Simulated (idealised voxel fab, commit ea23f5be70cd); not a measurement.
Process module heading - voxel tone inversion
This is section cut - it's 205 nm across, gridded in 5 nm square cells.
Just so we're on the same page, the cross-sections are grids of square cells, and they're listed out in bands top to bottom, each band one or more rows deep. The entry gives the band's vertical extent as a top height and a bottom height in nm, then its horizontal make-up as materials from left to right, each with a width in nm. "air" stands for empty space; a single material marked "everywhere" fills the band edge to edge. Below 0: as-received wafer, all one material; heights counted from there. Lowest band: no bottom, goes on down, written "0 nm and below". Graded width ("30..40"): value in top row of band = first number; value in bottom row = second number; row-to-row change constant. No cell of the cross-section changed in a step that is given as "changes: none". Enclosed void list: empty space of 8 cells or more with no open way to the top, each as width x height at its distance from the left edge, in nm. Read whatever lies past the settings on a step's line as the simulator's own remark about the step. overlay nm: step with mask; distance mask lay right of planned place; negative value = left of planned place.
# Listed below are the process steps as planned
1. RECEIVE [material Si]
2. CONFORMAL_DEP [material SiCN] [thk nm 5]
3. DIRECTIONAL_DEP [material aC] [thk nm 25]
4. PATTERN [tone cover] [mask id POSTS] [material resist] [width nm 25] [pitch nm 40] [thk nm 35] [overlay nm 0]
5. DIRECTIONAL_ETCH [etch materials aC] [depth nm 25]
6. STRIP [etch materials resist]
7. FILL_DEP [material lowk] [thk nm 10]
8. CMP [height nm 30]
9. STRIP [etch materials aC]
10. CONFORMAL_DEP [material TiN] [thk nm 5]
11. FILL_DEP [material Cu] [thk nm 5]
12. CMP [height nm 30]
13. CONFORMAL_DEP [material SiN] [thk nm 5]
# Delivered wafer in cross-section: state after step 1
* 0 nm and below = Si everywhere
* Enclosed void list: none
# Final cross-section, module run with one mistake (start and plan as above)
* 35 nm to 30 nm = SiN everywhere
* 30 nm to 25 nm = 35 of TiN, then 15 of Cu, then 25 of TiN, then 15 of Cu, then 25 of TiN, then 15 of Cu, then 25 of TiN, then 15 of Cu, then 35 of TiN
* 25 nm to 10 nm = 30 of lowk, then 5 of TiN, then 15 of Cu, then 5 of TiN, then 15 of lowk, then 5 of TiN, then 15 of Cu, then 5 of TiN, then 15 of lowk, then 5 of TiN, then 15 of Cu, then 5 of TiN, then 15 of lowk, then 5 of TiN, then 15 of Cu, then 5 of TiN, then 30 of lowk
* 10 nm to 5 nm = 30 of lowk, then 25 of TiN, then 15 of lowk, then 25 of TiN, then 15 of lowk, then 25 of TiN, then 15 of lowk, then 25 of TiN, then 30 of lowk
* 5 nm to 0 nm = SiCN everywhere
* 0 nm and below = Si everywhere
* Enclosed void list: none
So what did we get wrong on this run? it should be noted that step 8 was executed with settings other than those planned, the operation and settings actually applied being CMP [height nm 25]
